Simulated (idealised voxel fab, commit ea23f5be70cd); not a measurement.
Process module under the name voxel plated lines
Cross-section cut spans 230 nm and uses square cells 5 nm in size.
The cross-sections in this document take the form of a grid made of square cells. They are written out as bands, in order from top to bottom. Each band consists of one or more rows of cells.
Per band: top height and bottom height in nm, followed by the left-to-right materials and their widths in nm; "edge to edge" marks a single material spanning edge to edge, "empty" marks empty space.
We count height from 0. Below that, the starting wafer is all one material. The lowest band never ends at the bottom but goes on down; see "top 0, no bottom" for how that is written.
A width such as "30->40" changes by the same amount from each row of cells to the next, from the band's top row to its bottom row.
Take "nothing changed" at face value: in the step it is given for, the cross-section changed in none of its cells.
"Closed cavities" contains a list of empty spaces, each no smaller than 8 cells and without an open way to the top, written in the form width x height at distance with the distance from the left edge and all three in nm.
Formally, on a step line, whatever follows the settings is a remark that the simulator itself makes on the step.
overlay nm: mask offset rightward from planned place, masked step; negative means leftward offset.
THE PROCESS STEPS THAT WERE PLANNED ARE LISTED BELOW
1: RECEIVE | material Si
2: CONFORMAL_DEP | material SiN | thk nm 15
3: DIRECTIONAL_DEP | material TiN | thk nm 5
4: PATTERN | tone open | mask id LINES | material resist | width nm 15 | pitch nm 35 | thk nm 20 | overlay nm -15
5: EPI | material Ru | thk nm 5
6: STRIP | etch materials resist
7: DIRECTIONAL_ETCH | etch materials TiN | depth nm 5
8: CONFORMAL_DEP | material SiN | thk nm 10
Wafers differ in overlay nm at step 4; plan lists the first wafer's value; identical starting state.
CROSS-SECTION OF THE FIRST INCOMING WAFER OF SEVERAL, STATE AFTER STEP 1
> top 0, no bottom = Si edge to edge
> Closed cavities: none
CROSS-SECTION, FIRST OF SEVERAL WAFERS, END OF MODULE, AFTER LAST STEP 8
> top 35, bottom 25 = empty 30 / SiN 140 / empty 60
> top 25, bottom 20 = SiN 40 / Ru 15 / SiN 20 / Ru 15 / SiN 20 / Ru 15 / SiN 20 / Ru 15 / SiN 70
> top 20, bottom 15 = SiN 40 / TiN 15 / SiN 20 / TiN 15 / SiN 20 / TiN 15 / SiN 20 / TiN 15 / SiN 70
> top 15, bottom 0 = SiN edge to edge
> top 0, no bottom = Si edge to edge
> Closed cavities: none
THE LAST WAFER AS SEEN IN CROSS-SECTION AT THE END OF THE MODULE
> top 35, bottom 25 = empty 60 / SiN 140 / empty 30
> top 25, bottom 20 = SiN 70 / Ru 15 / SiN 20 / Ru 15 / SiN 20 / Ru 15 / SiN 20 / Ru 15 / SiN 40
> top 20, bottom 15 = SiN 70 / TiN 15 / SiN 20 / TiN 15 / SiN 20 / TiN 15 / SiN 20 / TiN 15 / SiN 40
> top 15, bottom 0 = SiN edge to edge
> top 0, no bottom = Si edge to edge
> Closed cavities: none
EVERY ROW IN THIS TABLE IS A WAFER AT THE END OF THE MODULE, AND IT GIVES, FOR EACH OF THE MATERIALS, THE CELLS THAT WAFER HAS GAINED (+) OR LOST (-) SINCE IT WAS RECEIVED, THEN ITS CLOSED VOIDS
overlay nm -15; +12 Ru; +262 SiN; +12 TiN; Closed cavities: none
overlay nm -10; +12 Ru; +262 SiN; +12 TiN; Closed cavities: none
overlay nm -5; +12 Ru; +262 SiN; +12 TiN; Closed cavities: none
overlay nm 0; +12 Ru; +262 SiN; +12 TiN; Closed cavities: none
overlay nm 5; +12 Ru; +262 SiN; +12 TiN; Closed cavities: none
overlay nm 10; +12 Ru; +262 SiN; +12 TiN; Closed cavities: none
overlay nm 15; +12 Ru; +262 SiN; +12 TiN; Closed cavities: none
